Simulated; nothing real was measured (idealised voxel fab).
Name of the process module below: voxel released beams
The cross-section shown here is cut; it is 245 nm wide and divided into square cells measuring 5 nm on a side.
A cross-section in this document is a grid of square cells, and it is written down as bands, the top band listed before the ones below it; a band is made up of one or more rows of cells. The entry gives the band's vertical extent as a top height and a bottom height in nm, then its horizontal make-up as materials from left to right, each with a width in nm. "empty" stands for empty space; a single material marked "all across" fills the band edge to edge. Heights from 0 (as-received wafer is one material below). Bottom band endless downward, as "0 -> down". Note: "30..40" means the width goes from the first number (top row of the band) to the second number (bottom row) in equal steps per row of cells. For the purposes of this document, the phrase "changes: none" attached to a step denotes that no cell within the cross-section was modified by that step. Each empty space that has no open way to the top and spans at least 8 cells appears under "Closed void table" as width x height at distance, the distance counted from the left edge, all in nm. If you see something after the settings on a step's line, that's the simulator's own remark about that step. overlay nm: mask right of planned place by this much (step with mask). Neg. = left.
Planned process steps
1: RECEIVE,material Si
2: CONFORMAL_DEP,material SiN,thk nm 5
3: DIRECTIONAL_DEP,material SiO2,thk nm 20
4: MASKED_ETCH,tone open,mask id ANCHOR,width nm 25,etch materials SiO2,depth nm 20,overlay nm 0
5: CONFORMAL_DEP,material TiN,thk nm 10
6: DIRECTIONAL_DEP,material aC,thk nm 15
7: PATTERN,tone cover,mask id BEAM,material resist,width nm 100,thk nm 30,overlay nm 0
8: DIRECTIONAL_ETCH,etch materials aC,depth nm 15
9: STRIP,etch materials resist
10: DIRECTIONAL_ETCH,etch materials TiN,depth nm 10
11: STRIP,etch materials aC
12: STRIP,etch materials SiO2
Wafer as received: cross-section following step 1
* 0 -> down = Si all across
* Closed void table: none
A wafer at the end: this start, this plan, one mistake
* 35 -> 25 = empty 65 nm, then TiN 20 nm, then empty 5 nm, then TiN 85 nm, then empty 70 nm
* 25 -> 15 = empty 75 nm, then TiN 10 nm, then empty 5 nm, then TiN 10 nm, then empty 145 nm
* 15 -> 5 = empty 75 nm, then TiN 25 nm, then empty 145 nm
* 5 -> 0 = SiN all across
* 0 -> down = Si all across
* Closed void table: none
Deviation from plan: step 7 ran as: PATTERN,tone cover,mask id BEAM,material resist,width nm 110,thk nm 30,overlay nm 0
